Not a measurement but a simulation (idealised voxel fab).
Name of the process module below: voxel ribs on slabs
Cross-sectional view cut (width: 260 nm; square cell size: 5 nm).
A cross-section is a grid of square cells, given in bands from the top down. A band is one or more rows of cells.
Per band: top height and bottom height in nm, followed by the left-to-right materials and their widths in nm; "throughout" marks a single material spanning edge to edge, "empty" marks empty space.
Heights are expressed relative to 0, this being the level below which the as-received wafer comprises one material exclusively. The lowest band is unbounded in the downward direction and is denoted as in "0..down".
So if you see something like "30 to 40" for the width, read it as the top row of the band sitting at the first number and the bottom row at the second, with every row in between moving by the same amount as the last.
"nothing different", as given for a step, is the statement that not any cell of the cross-section underwent a change during that step.
Basically, "Cavities, sealed" tells you about the enclosed voids: empty spaces with no open way to the top, 8 cells or bigger, each written width x height at distance, where distance is from the left edge, all in nm.
after a step's settings: what the simulator itself notes on the step
The "overlay nm" setting may appear on a step's line; for a step that uses a mask, it gives how far to the right of its planned position the mask lay, and a negative value indicates the left.
## This section lists the process steps that were planned
1 RECEIVE | material Si
2 DIRECTIONAL_DEP | material SiO2 | thk nm 30
3 DIRECTIONAL_DEP | material SiN | thk nm 15
4 PATTERN | tone cover | mask id RIB | material resist | width nm 25 | thk nm 15 | overlay nm 0
5 DIRECTIONAL_ETCH | etch materials SiN | depth nm 5
6 STRIP | etch materials resist
7 MASKED_ETCH | tone cover | mask id SLAB | width nm 55 | etch materials SiN | depth nm 10 | overlay nm 0
8 FILL_DEP | material SiO2 | thk nm 25
9 CMP | height nm 65
10 DIRECTIONAL_DEP | material TiN | thk nm 5
11 MASKED_ETCH | tone cover | mask id HEATER | width nm 35 | etch materials TiN | depth nm 5 | overlay nm 0
12 CONFORMAL_DEP | material SiO2 | thk nm 5
## So this is the incoming wafer in cross-section - it's already been through step 1
- 0..down: Si throughout
- Cavities, sealed: none
## End-of-module cross-section of the first of two wafers, processed as planned
- 75..70: empty 105 nm, then SiO2 45 nm, then empty 110 nm
- 70..65: SiO2 110 nm, then TiN 35 nm, then SiO2 115 nm
- 65..45: SiO2 throughout
- 45..40: SiO2 115 nm, then SiN 25 nm, then SiO2 120 nm
- 40..30: SiO2 100 nm, then SiN 55 nm, then SiO2 105 nm
- 30..0: SiO2 throughout
- 0..down: Si throughout
- Cavities, sealed: none
## Module end: cross-section of wafer two of two. Same start and process plan as the first wafer. One mistake during execution
- 70..65: empty 110 nm, then TiN 35 nm, then empty 115 nm
- 65..45: SiO2 throughout
- 45..40: SiO2 115 nm, then SiN 25 nm, then SiO2 120 nm
- 40..30: SiO2 100 nm, then SiN 55 nm, then SiO2 105 nm
- 30..0: SiO2 throughout
- 0..down: Si throughout
- Cavities, sealed: none
The mistake made against the process plan was this: step 12 from the plan never happened, it was just skipped
Final cells, second wafer relative to first, materials higher or lower: 54 fewer of SiO2
